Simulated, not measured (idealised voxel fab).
Process module in this document: voxel capacitor over wiring
It is cross-section cut that appears here, measuring 150 nm in width, its square cells being 5 nm in size.
In this document a cross-section is written as a grid of square cells. It is given as a series of bands, listed from the top down, and a band is one or more rows of cells.
Top, bottom (nm), then materials left to right with widths (nm); lone material tagged "edge to edge" fills the whole band edge to edge; "air" = empty space.
For the purposes of this specification, 0 denotes the height below which the wafer in its as-received condition is composed wholly of one material, and the lowermost band, lacking a lower limit, extends downward without end, as expressed in "from 0 down".
The width entry "30 to 40" should be interpreted row by row: the top row of cells in the band takes the first number, the bottom row takes the second number, and the change between adjacent rows is uniform throughout.
What does "no change" mean for a step? It means no cell of the cross-section changed in that step.
Voids, enclosed: empty space of 8 cells or more with no open way to the top, each as width x height at its distance from the left edge, in nm
Where a step's line continues beyond its settings, the continuation is a remark by the simulator itself on that step.
overlay nm: mask right of planned place by this much (step with mask). Neg. = left.

The planned process steps are enumerated hereunder
1: RECEIVE (material Si)
2: CONFORMAL_DEP (material SiO2; thk nm 10)
3: DIRECTIONAL_DEP (material TiN; thk nm 5)
4: DIRECTIONAL_DEP (material W; thk nm 15)
5: MASKED_ETCH (tone cover; mask id METAL_1; width nm 30; pitch nm 90; etch materials W; depth nm 15; overlay nm 0)
6: MASKED_ETCH (tone cover; mask id METAL_1; width nm 30; pitch nm 90; etch materials TiN; depth nm 5; overlay nm 0)
7: CONFORMAL_DEP (material SiCN; thk nm 5)
8: FILL_DEP (material lowk; thk nm 5)
9: CMP (height nm 30)
10: CONFORMAL_DEP (material SiCN; thk nm 5)
11: DIRECTIONAL_DEP (material lowk; thk nm 15)
12: MASKED_ETCH (tone open; mask id PLUG_1; width nm 15; etch materials lowk; depth nm 15; overlay nm 0)
13: MASKED_ETCH (tone open; mask id PLUG_1; width nm 15; etch materials SiCN; depth nm 5; overlay nm 0)
14: EPI (material Ru; thk nm 10)
15: EPI (material Ru; thk nm 10)
16: DIRECTIONAL_DEP (material TiN; thk nm 10)
17: DIRECTIONAL_DEP (material SiN; thk nm 5)
18: DIRECTIONAL_DEP (material TiN; thk nm 10)
19: DIRECTIONAL_DEP (material aC; thk nm 15)
20: PATTERN (tone cover; mask id UPPER_PLATE; material resist; width nm 65; thk nm 35; overlay nm 0)
21: DIRECTIONAL_ETCH (etch materials aC; depth nm 15)
22: STRIP (etch materials resist)
23: DIRECTIONAL_ETCH (etch materials TiN; depth nm 10)
24: DIRECTIONAL_ETCH (etch materials SiN; depth nm 5)
25: STRIP (etch materials aC)
26: DIRECTIONAL_DEP (material aC; thk nm 15)
27: PATTERN (tone cover; mask id LOWER_PLATE; material resist; width nm 75; thk nm 35; overlay nm 0)
28: DIRECTIONAL_ETCH (etch materials aC; depth nm 15)
29: STRIP (etch materials resist)
30: DIRECTIONAL_ETCH (etch materials TiN; depth nm 10)
31: STRIP (etch materials aC)
32: FILL_DEP (material SiO2; thk nm 15)
33: CMP (height nm 85)
34: PATTERN (tone open; mask id PLUG_2; material resist; width nm 15; thk nm 20; overlay nm 0)
35: DIRECTIONAL_ETCH (etch materials SiO2; depth nm 10)
36: STRIP (etch materials resist)
37: CONFORMAL_DEP (material TiN; thk nm 5)
38: FILL_DEP (material Cu; thk nm 10)
39: CMP (height nm 85)
40: CONFORMAL_DEP (material SiCN; thk nm 5)

First wafer, two in total, run as planned

Incoming wafer, cross-sectional view, post step 1
	from 0 down | Si edge to edge
	Voids, enclosed: none

The wafer, seen in cross-section, after step 2
	from 10 to 0 | SiO2 edge to edge
	Nothing below the height 0 has changed.

The wafer, seen in cross-section, after step 3
	from 15 to 10 | TiN edge to edge
	Nothing below the height 10 has changed.

The wafer, seen in cross-section, after step 4
	from 30 to 15 | W edge to edge
	Nothing below the height 15 has changed.

The wafer, seen in cross-section, after step 5
	from 30 to 15 | 15 nm air / 30 nm W / 60 nm air / 30 nm W / 15 nm air
	Nothing below the height 15 has changed.

The wafer, seen in cross-section, after step 6
	from 30 to 15 | 15 nm air / 30 nm W / 60 nm air / 30 nm W / 15 nm air
	from 15 to 10 | 15 nm air / 30 nm TiN / 60 nm air / 30 nm TiN / 15 nm air
	Nothing below the height 10 has changed.

The wafer, seen in cross-section, after step 7
	from 35 to 30 | 10 nm air / 40 nm SiCN / 50 nm air / 40 nm SiCN / 10 nm air
	from 30 to 15 | 10 nm air / 5 nm SiCN / 30 nm W / 5 nm SiCN / 50 nm air / 5 nm SiCN / 30 nm W / 5 nm SiCN / 10 nm air
	from 15 to 10 | 15 nm SiCN / 30 nm TiN / 60 nm SiCN / 30 nm TiN / 15 nm SiCN
	Nothing below the height 10 has changed.

The wafer, seen in cross-section, after step 8
	from 40 to 35 | lowk edge to edge
	from 35 to 30 | 10 nm lowk / 40 nm SiCN / 50 nm lowk / 40 nm SiCN / 10 nm lowk
	from 30 to 15 | 10 nm lowk / 5 nm SiCN / 30 nm W / 5 nm SiCN / 50 nm lowk / 5 nm SiCN / 30 nm W / 5 nm SiCN / 10 nm lowk
	Nothing below the height 15 has changed.

The wafer, seen in cross-section, after step 9
	from 30 to 15 | 10 nm lowk / 5 nm SiCN / 30 nm W / 5 nm SiCN / 50 nm lowk / 5 nm SiCN / 30 nm W / 5 nm SiCN / 10 nm lowk
	Nothing below the height 15 has changed.

The wafer, seen in cross-section, after step 10
	from 35 to 30 | SiCN edge to edge
	Nothing below the height 30 has changed.

The wafer, seen in cross-section, after step 11
	from 50 to 35 | lowk edge to edge
	Nothing below the height 35 has changed.

The wafer, seen in cross-section, after step 12
	from 50 to 35 | 30 nm lowk / 15 nm air / 105 nm lowk
	Nothing below the height 35 has changed.

The wafer, seen in cross-section, after step 13
	from 50 to 35 | 30 nm lowk / 15 nm air / 105 nm lowk
	from 35 to 30 | 30 nm SiCN / 15 nm air / 105 nm SiCN
	Nothing below the height 30 has changed.

The wafer, seen in cross-section, after step 14
	from 50 to 40 | 30 nm lowk / 15 nm air / 105 nm lowk
	from 40 to 35 | 30 nm lowk / 15 nm Ru / 105 nm lowk
	from 35 to 30 | 30 nm SiCN / 15 nm Ru / 105 nm SiCN
	Nothing below the height 30 has changed.

The wafer, seen in cross-section, after step 15
	from 50 to 35 | 30 nm lowk / 15 nm Ru / 105 nm lowk
	Nothing below the height 35 has changed.

The wafer, seen in cross-section, after step 16
	from 60 to 50 | TiN edge to edge
	Nothing below the height 50 has changed.

The wafer, seen in cross-section, after step 17
	from 65 to 60 | SiN edge to edge
	Nothing below the height 60 has changed.

The wafer, seen in cross-section, after step 18
	from 75 to 65 | TiN edge to edge
	Nothing below the height 65 has changed.

The wafer, seen in cross-section, after step 19
	from 90 to 75 | aC edge to edge
	Nothing below the height 75 has changed.

The wafer, seen in cross-section, after step 20
	from 125 to 90 | 30 nm air / 65 nm resist / 55 nm air
	Nothing below the height 90 has changed.

The wafer, seen in cross-section, after step 21
	from 110 to 90 | 30 nm air / 65 nm resist / 55 nm air
	from 90 to 75 | 30 nm air / 65 nm aC / 55 nm air
	Nothing below the height 75 has changed.

The wafer, seen in cross-section, after step 22
	from 90 to 75 | 30 nm air / 65 nm aC / 55 nm air
	Nothing below the height 75 has changed.

The wafer, seen in cross-section, after step 23
	from 90 to 75 | 30 nm air / 65 nm aC / 55 nm air
	from 75 to 65 | 30 nm air / 65 nm TiN / 55 nm air
	Nothing below the height 65 has changed.

The wafer, seen in cross-section, after step 24
	from 90 to 75 | 30 nm air / 65 nm aC / 55 nm air
	from 75 to 65 | 30 nm air / 65 nm TiN / 55 nm air
	from 65 to 60 | 30 nm air / 65 nm SiN / 55 nm air
	Nothing below the height 60 has changed.

The wafer, seen in cross-section, after step 25
	from 75 to 65 | 30 nm air / 65 nm TiN / 55 nm air
	Nothing below the height 65 has changed.

The wafer, seen in cross-section, after step 26
	from 90 to 75 | 30 nm air / 65 nm aC / 55 nm air
	from 75 to 65 | 30 nm aC / 65 nm TiN / 55 nm aC
	from 65 to 60 | 30 nm aC / 65 nm SiN / 55 nm aC
	Nothing below the height 60 has changed.

The wafer, seen in cross-section, after step 27
	from 125 to 90 | 25 nm air / 75 nm resist / 50 nm air
	from 90 to 75 | 25 nm air / 5 nm resist / 65 nm aC / 5 nm resist / 50 nm air
	Nothing below the height 75 has changed.

The wafer, seen in cross-section, after step 28
	from 110 to 90 | 25 nm air / 75 nm resist / 50 nm air
	from 90 to 75 | 25 nm air / 5 nm resist / 65 nm aC / 5 nm resist / 50 nm air
	from 75 to 65 | 25 nm air / 5 nm aC / 65 nm TiN / 5 nm aC / 50 nm air
	from 65 to 60 | 25 nm air / 5 nm aC / 65 nm SiN / 5 nm aC / 50 nm air
	Nothing below the height 60 has changed.

The wafer, seen in cross-section, after step 29
	from 90 to 75 | 30 nm air / 65 nm aC / 55 nm air
	Nothing below the height 75 has changed.

The wafer, seen in cross-section, after step 30
	from 90 to 75 | 30 nm air / 65 nm aC / 55 nm air
	from 75 to 65 | 25 nm air / 5 nm aC / 65 nm TiN / 5 nm aC / 50 nm air
	from 65 to 60 | 25 nm air / 5 nm aC / 65 nm SiN / 5 nm aC / 50 nm air
	from 60 to 50 | 25 nm air / 75 nm TiN / 50 nm air
	Nothing below the height 50 has changed.

The wafer, seen in cross-section, after step 31
	from 75 to 65 | 30 nm air / 65 nm TiN / 55 nm air
	from 65 to 60 | 30 nm air / 65 nm SiN / 55 nm air
	Nothing below the height 60 has changed.

The wafer, seen in cross-section, after step 32
	from 90 to 75 | SiO2 edge to edge
	from 75 to 65 | 30 nm SiO2 / 65 nm TiN / 55 nm SiO2
	from 65 to 60 | 30 nm SiO2 / 65 nm SiN / 55 nm SiO2
	from 60 to 50 | 25 nm SiO2 / 75 nm TiN / 50 nm SiO2
	Nothing below the height 50 has changed.

The wafer, seen in cross-section, after step 33
	from 85 to 75 | SiO2 edge to edge
	Nothing below the height 75 has changed.

The wafer, seen in cross-section, after step 34
	from 105 to 85 | 40 nm resist / 15 nm air / 95 nm resist
	Nothing below the height 85 has changed.

The wafer, seen in cross-section, after step 35
	from 105 to 85 | 40 nm resist / 15 nm air / 95 nm resist
	from 85 to 75 | 40 nm SiO2 / 15 nm air / 95 nm SiO2
	Nothing below the height 75 has changed.

The wafer, seen in cross-section, after step 36
	from 85 to 75 | 40 nm SiO2 / 15 nm air / 95 nm SiO2
	Nothing below the height 75 has changed.

The wafer, seen in cross-section, after step 37
	from 90 to 85 | 45 nm TiN / 5 nm air / 100 nm TiN
	from 85 to 80 | 40 nm SiO2 / 5 nm TiN / 5 nm air / 5 nm TiN / 95 nm SiO2
	from 80 to 75 | 40 nm SiO2 / 15 nm TiN / 95 nm SiO2
	Nothing below the height 75 has changed.

The wafer, seen in cross-section, after step 38
	from 100 to 90 | Cu edge to edge
	from 90 to 85 | 45 nm TiN / 5 nm Cu / 100 nm TiN
	from 85 to 80 | 40 nm SiO2 / 5 nm TiN / 5 nm Cu / 5 nm TiN / 95 nm SiO2
	Nothing below the height 80 has changed.

The wafer, seen in cross-section, after step 39
	from 85 to 80 | 40 nm SiO2 / 5 nm TiN / 5 nm Cu / 5 nm TiN / 95 nm SiO2
	Nothing below the height 80 has changed.

The wafer, seen in cross-section, after step 40
	from 90 to 85 | SiCN edge to edge
	Nothing below the height 85 has changed.

The second wafer was prepared from the same starting point and under the same plan as the first; its processing contained one mistake, and it remains indistinguishable from the first wafer up to and including step 1

when step 2 should have ended: no change

when step 3 should have ended
	from 5 to 0 | TiN edge to edge
	Nothing below the height 0 has changed.

when step 4 should have ended
	from 20 to 5 | W edge to edge
	Nothing below the height 5 has changed.

when step 5 should have ended
	from 20 to 5 | 15 nm air / 30 nm W / 60 nm air / 30 nm W / 15 nm air
	Nothing below the height 5 has changed.

when step 6 should have ended
	from 20 to 5 | 15 nm air / 30 nm W / 60 nm air / 30 nm W / 15 nm air
	from 5 to 0 | 15 nm air / 30 nm TiN / 60 nm air / 30 nm TiN / 15 nm air
	Nothing below the height 0 has changed.

when step 7 should have ended
	from 25 to 20 | 10 nm air / 40 nm SiCN / 50 nm air / 40 nm SiCN / 10 nm air
	from 20 to 5 | 10 nm air / 5 nm SiCN / 30 nm W / 5 nm SiCN / 50 nm air / 5 nm SiCN / 30 nm W / 5 nm SiCN / 10 nm air
	from 5 to 0 | 15 nm SiCN / 30 nm TiN / 60 nm SiCN / 30 nm TiN / 15 nm SiCN
	Nothing below the height 0 has changed.

when step 8 should have ended
	from 30 to 25 | lowk edge to edge
	from 25 to 20 | 10 nm lowk / 40 nm SiCN / 50 nm lowk / 40 nm SiCN / 10 nm lowk
	from 20 to 5 | 10 nm lowk / 5 nm SiCN / 30 nm W / 5 nm SiCN / 50 nm lowk / 5 nm SiCN / 30 nm W / 5 nm SiCN / 10 nm lowk
	Nothing below the height 5 has changed.

when step 9 should have ended: no change

when step 10 should have ended
	from 35 to 30 | SiCN edge to edge
	Nothing below the height 30 has changed.

when step 11 should have ended
	from 50 to 35 | lowk edge to edge
	Nothing below the height 35 has changed.

when step 12 should have ended
	from 50 to 35 | 30 nm lowk / 15 nm air / 105 nm lowk
	Nothing below the height 35 has changed.

when step 13 should have ended
	from 50 to 35 | 30 nm lowk / 15 nm air / 105 nm lowk
	from 35 to 30 | 30 nm SiCN / 15 nm air / 105 nm SiCN
	Nothing below the height 30 has changed.

when step 14 should have ended: no change

when step 15 should have ended: no change

when step 16 should have ended
	from 60 to 50 | 30 nm TiN / 15 nm air / 105 nm TiN
	from 50 to 40 | 30 nm lowk / 15 nm air / 105 nm lowk
	from 40 to 35 | 30 nm lowk / 15 nm TiN / 105 nm lowk
	from 35 to 30 | 30 nm SiCN / 15 nm TiN / 105 nm SiCN
	Nothing below the height 30 has changed.

when step 17 should have ended
	from 65 to 60 | 30 nm SiN / 15 nm air / 105 nm SiN
	from 60 to 50 | 30 nm TiN / 15 nm air / 105 nm TiN
	from 50 to 45 | 30 nm lowk / 15 nm air / 105 nm lowk
	from 45 to 40 | 30 nm lowk / 15 nm SiN / 105 nm lowk
	Nothing below the height 40 has changed.

when step 18 should have ended
	from 75 to 65 | 30 nm TiN / 15 nm air / 105 nm TiN
	from 65 to 60 | 30 nm SiN / 15 nm air / 105 nm SiN
	from 60 to 55 | 30 nm TiN / 15 nm air / 105 nm TiN
	from 55 to 50 | TiN edge to edge
	from 50 to 45 | 30 nm lowk / 15 nm TiN / 105 nm lowk
	Nothing below the height 45 has changed.

when step 19 should have ended
	from 90 to 75 | 30 nm aC / 15 nm air / 105 nm aC
	from 75 to 70 | 30 nm TiN / 15 nm air / 105 nm TiN
	from 70 to 65 | 30 nm TiN / 15 nm aC / 105 nm TiN
	from 65 to 60 | 30 nm SiN / 15 nm aC / 105 nm SiN
	from 60 to 55 | 30 nm TiN / 15 nm aC / 105 nm TiN
	Nothing below the height 55 has changed.

when step 20 should have ended
	from 125 to 90 | 30 nm air / 65 nm resist / 55 nm air
	from 90 to 75 | 30 nm aC / 15 nm resist / 105 nm aC
	from 75 to 70 | 30 nm TiN / 15 nm resist / 105 nm TiN
	Nothing below the height 70 has changed.

when step 21 should have ended
	from 110 to 90 | 30 nm air / 65 nm resist / 55 nm air
	from 90 to 75 | 30 nm air / 15 nm resist / 50 nm aC / 55 nm air
	Nothing below the height 75 has changed.

when step 22 should have ended
	from 90 to 75 | 45 nm air / 50 nm aC / 55 nm air
	from 75 to 70 | 30 nm TiN / 15 nm air / 105 nm TiN
	Nothing below the height 70 has changed.

when step 23 should have ended
	from 90 to 75 | 45 nm air / 50 nm aC / 55 nm air
	from 75 to 70 | 45 nm air / 50 nm TiN / 55 nm air
	from 70 to 65 | 30 nm air / 15 nm aC / 50 nm TiN / 55 nm air
	Nothing below the height 65 has changed.

when step 24 should have ended
	from 90 to 75 | 45 nm air / 50 nm aC / 55 nm air
	from 75 to 70 | 45 nm air / 50 nm TiN / 55 nm air
	from 70 to 65 | 30 nm air / 15 nm aC / 50 nm TiN / 55 nm air
	from 65 to 60 | 30 nm air / 15 nm aC / 50 nm SiN / 55 nm air
	Nothing below the height 60 has changed.

when step 25 should have ended
	from 75 to 65 | 45 nm air / 50 nm TiN / 55 nm air
	from 65 to 60 | 45 nm air / 50 nm SiN / 55 nm air
	from 60 to 55 | 30 nm TiN / 15 nm air / 105 nm TiN
	Nothing below the height 55 has changed.

when step 26 should have ended
	from 90 to 75 | 45 nm air / 50 nm aC / 55 nm air
	from 75 to 70 | 30 nm aC / 15 nm air / 50 nm TiN / 55 nm aC
	from 70 to 65 | 45 nm aC / 50 nm TiN / 55 nm aC
	from 65 to 60 | 45 nm aC / 50 nm SiN / 55 nm aC
	from 60 to 55 | 30 nm TiN / 15 nm aC / 105 nm TiN
	Nothing below the height 55 has changed.

when step 27 should have ended
	from 125 to 90 | 25 nm air / 75 nm resist / 50 nm air
	from 90 to 75 | 25 nm air / 20 nm resist / 50 nm aC / 5 nm resist / 50 nm air
	from 75 to 70 | 30 nm aC / 15 nm resist / 50 nm TiN / 55 nm aC
	Nothing below the height 70 has changed.

when step 28 should have ended
	from 110 to 90 | 25 nm air / 75 nm resist / 50 nm air
	from 90 to 75 | 25 nm air / 20 nm resist / 50 nm aC / 5 nm resist / 50 nm air
	from 75 to 70 | 25 nm air / 5 nm aC / 15 nm resist / 50 nm TiN / 5 nm aC / 50 nm air
	from 70 to 65 | 25 nm air / 20 nm aC / 50 nm TiN / 5 nm aC / 50 nm air
	from 65 to 60 | 25 nm air / 20 nm aC / 50 nm SiN / 5 nm aC / 50 nm air
	Nothing below the height 60 has changed.

when step 29 should have ended
	from 90 to 75 | 45 nm air / 50 nm aC / 55 nm air
	from 75 to 70 | 25 nm air / 5 nm aC / 15 nm air / 50 nm TiN / 5 nm aC / 50 nm air
	Nothing below the height 70 has changed.

when step 30 should have ended
	from 90 to 75 | 45 nm air / 50 nm aC / 55 nm air
	from 75 to 70 | 25 nm air / 5 nm aC / 15 nm air / 50 nm TiN / 5 nm aC / 50 nm air
	from 70 to 65 | 25 nm air / 20 nm aC / 50 nm TiN / 5 nm aC / 50 nm air
	from 65 to 60 | 25 nm air / 20 nm aC / 50 nm SiN / 5 nm aC / 50 nm air
	from 60 to 55 | 25 nm air / 5 nm TiN / 15 nm aC / 55 nm TiN / 50 nm air
	from 55 to 50 | 25 nm air / 75 nm TiN / 50 nm air
	Nothing below the height 50 has changed.

when step 31 should have ended
	from 75 to 65 | 45 nm air / 50 nm TiN / 55 nm air
	from 65 to 60 | 45 nm air / 50 nm SiN / 55 nm air
	from 60 to 55 | 25 nm air / 5 nm TiN / 15 nm air / 55 nm TiN / 50 nm air
	Nothing below the height 55 has changed.

when step 32 should have ended
	from 90 to 75 | SiO2 edge to edge
	from 75 to 65 | 45 nm SiO2 / 50 nm TiN / 55 nm SiO2
	from 65 to 60 | 45 nm SiO2 / 50 nm SiN / 55 nm SiO2
	from 60 to 55 | 25 nm SiO2 / 5 nm TiN / 15 nm SiO2 / 55 nm TiN / 50 nm SiO2
	from 55 to 50 | 25 nm SiO2 / 75 nm TiN / 50 nm SiO2
	Nothing below the height 50 has changed.

when step 33 should have ended
	from 85 to 75 | SiO2 edge to edge
	Nothing below the height 75 has changed.

when step 34 should have ended
	from 105 to 85 | 40 nm resist / 15 nm air / 95 nm resist
	Nothing below the height 85 has changed.

when step 35 should have ended
	from 105 to 85 | 40 nm resist / 15 nm air / 95 nm resist
	from 85 to 75 | 40 nm SiO2 / 15 nm air / 95 nm SiO2
	Nothing below the height 75 has changed.

when step 36 should have ended
	from 85 to 75 | 40 nm SiO2 / 15 nm air / 95 nm SiO2
	Nothing below the height 75 has changed.

when step 37 should have ended
	from 90 to 85 | 45 nm TiN / 5 nm air / 100 nm TiN
	from 85 to 80 | 40 nm SiO2 / 5 nm TiN / 5 nm air / 5 nm TiN / 95 nm SiO2
	from 80 to 75 | 40 nm SiO2 / 15 nm TiN / 95 nm SiO2
	Nothing below the height 75 has changed.

when step 38 should have ended
	from 100 to 90 | Cu edge to edge
	from 90 to 85 | 45 nm TiN / 5 nm Cu / 100 nm TiN
	from 85 to 80 | 40 nm SiO2 / 5 nm TiN / 5 nm Cu / 5 nm TiN / 95 nm SiO2
	Nothing below the height 80 has changed.

when step 39 should have ended
	from 85 to 80 | 40 nm SiO2 / 5 nm TiN / 5 nm Cu / 5 nm TiN / 95 nm SiO2
	Nothing below the height 80 has changed.

when step 40 should have ended
	from 90 to 85 | SiCN edge to edge
	Nothing below the height 85 has changed.
Want to know what went wrong? step 2 of the plan got skipped, so it never ran
Once processing is complete, comparing cell counts shows that the second wafer has more or fewer of certain materials than the first: Ru: 12 fewer, SiCN: 16 more, SiO2: 48 fewer, lowk: 44 more
